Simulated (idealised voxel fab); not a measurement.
Title: Process Module voxel fin reveal
It is cross-section cut that appears here, measuring 160 nm in width, its square cells being 5 nm in size.
The cross-sections in this document take the form of a grid made of square cells. They are written out as bands, in order from top to bottom. Each band consists of one or more rows of cells.
Per band: top height and bottom height in nm, followed by the left-to-right materials and their widths in nm; "all across" marks a single material spanning edge to edge, "empty" marks empty space.
Heights are expressed relative to 0, this being the level below which the as-received wafer comprises one material exclusively. The lowest band is unbounded in the downward direction and is denoted as in "0 nm and below".
You'd read "30->40" like this: the band's top row of cells is as wide as the first number, its bottom row is as wide as the second, and going down, every row changes width by the same amount as the row before did.
You'll sometimes find "stayed the same" written for a step, and that's the way of saying that nowhere in the cross-section did a cell change during that step.
Basically, "Sealed void inventory" tells you about the enclosed voids: empty spaces with no open way to the top, 8 cells or bigger, each written width x height at distance, where distance is from the left edge, all in nm.
That trailing text on a step's line, after the settings, is the simulator's own remark on the step.
Among the settings permitted on a step's line is "overlay nm"; applied to a step with a mask, it specifies the extent to which the mask lay to the right of its planned position, whereas a negative figure signifies a position to the left.

### Process steps (planned)
1. RECEIVE,material Si
2. CONFORMAL_DEP,material SiN,thk nm 5
3. MASKED_ETCH,tone cover,mask id FINS,width nm 15,pitch nm 45,etch materials SiN,depth nm 5,overlay nm 0
4. MASKED_ETCH,tone cover,mask id FINS,width nm 15,pitch nm 45,etch materials Si,depth nm 30,overlay nm 0
5. OXIDIZE,depth nm 5
6. FILL_DEP,material SiO2,thk nm 10
7. CMP,height nm 5
8. SELECTIVE_ETCH,etch materials SiO2,depth nm 25
9. STRIP,etch materials SiN
10. CONFORMAL_DEP,material SiO2,thk nm 5

### Step 1 complete: cross-section of the wafer as received
0 nm and below = Si all across
Sealed void inventory: none

### This is how the wafer looks in cross-section once the module is done, given the starting state and plan above and one mistake in carrying the plan out
5 nm to 0 nm = SiO2 50, then empty 15, then SiO2 30, then empty 15, then SiO2 50
0 nm to -5 nm = Si 45, then SiO2 25, then Si 20, then SiO2 25, then Si 45
-5 nm and below = Si all across
Sealed void inventory: none
Processing error: planned and actual differ for step 3; actual: MASKED_ETCH,tone open,mask id FINS,width nm 15,pitch nm 45,etch materials SiN,depth nm 5,overlay nm 0
